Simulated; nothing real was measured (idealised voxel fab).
The following process module bears the name voxel quadruple lines.
In the cross-section labelled cut, the width is 255 nm and each square cell is 5 nm.
Heads up, the way a cross-section reads in here is a grid of square cells, handed over as bands from the top down, with every band being one or more rows of cells. Top, bottom (nm), then materials left to right with widths (nm); lone material tagged "full width" fills the whole band edge to edge; "air" = empty space. Heights are expressed relative to 0, this being the level below which the as-received wafer comprises one material exclusively. The lowest band is unbounded in the downward direction and is denoted as in "top 0, no bottom". Note: "30..40" means the width goes from the first number (top row of the band) to the second number (bottom row) in equal steps per row of cells. Step marked "no alterations made"? Then no cell in the cross-section changed in it. This entry, "Closed void table", enumerates those empty regions of no fewer than 8 cells that possess no open connection to the top. Each region is reported in the form width x height at distance, the distance being taken from the left edge, with all three quantities expressed in nm. It should be noted that, on the line of a given step, the content following the step's settings is a remark produced by the simulator itself with respect to that step. overlay nm: for a step with a mask, the amount by which the mask lay right of where it was planned; a negative amount means left of it.
List of planned process steps:
1 RECEIVE, material Si
2 CONFORMAL_DEP, material SiO2, thk nm 10
3 DIRECTIONAL_DEP, material Ru, thk nm 10
4 DIRECTIONAL_DEP, material polySi, thk nm 20
5 DIRECTIONAL_DEP, material aC, thk nm 20
6 PATTERN, tone cover, mask id MANDREL, material resist, width nm 35, thk nm 30, overlay nm 0
7 DIRECTIONAL_ETCH, etch materials aC, depth nm 20
8 STRIP, etch materials resist
9 CONFORMAL_DEP, material SiO2, thk nm 5
10 DIRECTIONAL_ETCH, etch materials SiO2, depth nm 15
11 STRIP, etch materials aC
12 DIRECTIONAL_ETCH, etch materials polySi, depth nm 20
13 STRIP, etch materials SiO2
14 CONFORMAL_DEP, material SiCN, thk nm 10
15 DIRECTIONAL_ETCH, etch materials SiCN, depth nm 10
16 STRIP, etch materials polySi
17 DIRECTIONAL_ETCH, etch materials Ru, depth nm 10
18 STRIP, etch materials SiCN
19 FILL_DEP, material lowk, thk nm 5
20 CMP, height nm 20
Wafer-to-wafer difference: thk nm, step 9. Common start. Plan = first wafer's value.
Cut through the first of several wafers as received, post step 1:
* top 0, no bottom  Si full width
* Closed void table: none
Each wafer at the end: cells of each material gained (+) or lost (-) since it was received, then its closed voids:
thk nm 5 | +16 Ru | +102 SiO2 | +86 lowk | Closed void table: none
thk nm 10 | +16 Ru | +102 SiO2 | +86 lowk | Closed void table: none
thk nm 15 | +16 Ru | +102 SiO2 | +86 lowk | Closed void table: none
